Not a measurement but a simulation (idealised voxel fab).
process module | voxel ribs on slabs
cross-section cut | 250 nm wide | cells 5 nm
A cross-section is a grid of square cells, given in bands from the top down. A band is one or more rows of cells.
Each band's line starts with the height of the band's top and of its bottom, in nm. Then come its materials from left to right, each with its width in nm. One material with "throughout" fills the band from edge to edge. "air" is empty space.
Height 0 is the level under which the wafer as received is all one material. The lowest band goes on downwards, as in "0 down".
A width such as "30 to 40" changes by the same amount from each row of cells to the next, from the band's top row to its bottom row.
"no change" after a step means that no cell of the cross-section changed.
closed voids: empty space of 8 cells or more with no open way to the top, each as width x height at its distance from the left edge, in nm
after a step's settings: what the simulator itself notes on the step
overlay nm, on a step with a mask: how far to the right of its planned place the mask lay; to the left if negative
plan
1 op RECEIVE | material Si
2 op DIRECTIONAL_DEP | material SiO2 | thk nm 20
3 op DIRECTIONAL_DEP | material SiN | thk nm 20
4 op PATTERN | tone cover | mask id RIB | material resist | width nm 25 | thk nm 20 | overlay nm 0
5 op DIRECTIONAL_ETCH | etch materials SiN | depth nm 10
6 op STRIP | etch materials resist
7 op PATTERN | tone cover | mask id SLAB | material resist | width nm 55 | thk nm 15 | overlay nm 0
8 op DIRECTIONAL_ETCH | etch materials SiN | depth nm 10
9 op STRIP | etch materials resist
10 op FILL_DEP | material SiO2 | thk nm 15
11 op CMP | height nm 50
12 op DIRECTIONAL_DEP | material TiN | thk nm 10
13 op MASKED_ETCH | tone cover | mask id HEATER | width nm 35 | etch materials TiN | depth nm 10 | overlay nm 0
14 op CONFORMAL_DEP | material SiN | thk nm 10
as received, after step 1
  0 down: Si throughout
  closed voids: none
first wafer at the end, as planned
  70 to 60: air 95 | SiN 55 | air 100
  60 to 50: SiN 105 | TiN 35 | SiN 110
  50 to 40: SiO2 throughout
  40 to 30: SiO2 110 | SiN 25 | SiO2 115
  30 to 20: SiO2 95 | SiN 55 | SiO2 100
  20 to 0: SiO2 throughout
  0 down: Si throughout
  closed voids: none
second wafer at the end: like start, like plan, one mistake
  70 to 60: air 95 | SiN 55 | air 100
  60 to 50: SiN 105 | TiN 35 | SiN 110
  50 to 0: SiO2 throughout
  0 down: Si throughout
  closed voids: none
what went wrong: step 3 ran as: op DIRECTIONAL_DEP | material SiO2 | thk nm 20
at the end the second wafer has, in cells: 32 fewer of SiN | 32 more of SiO2
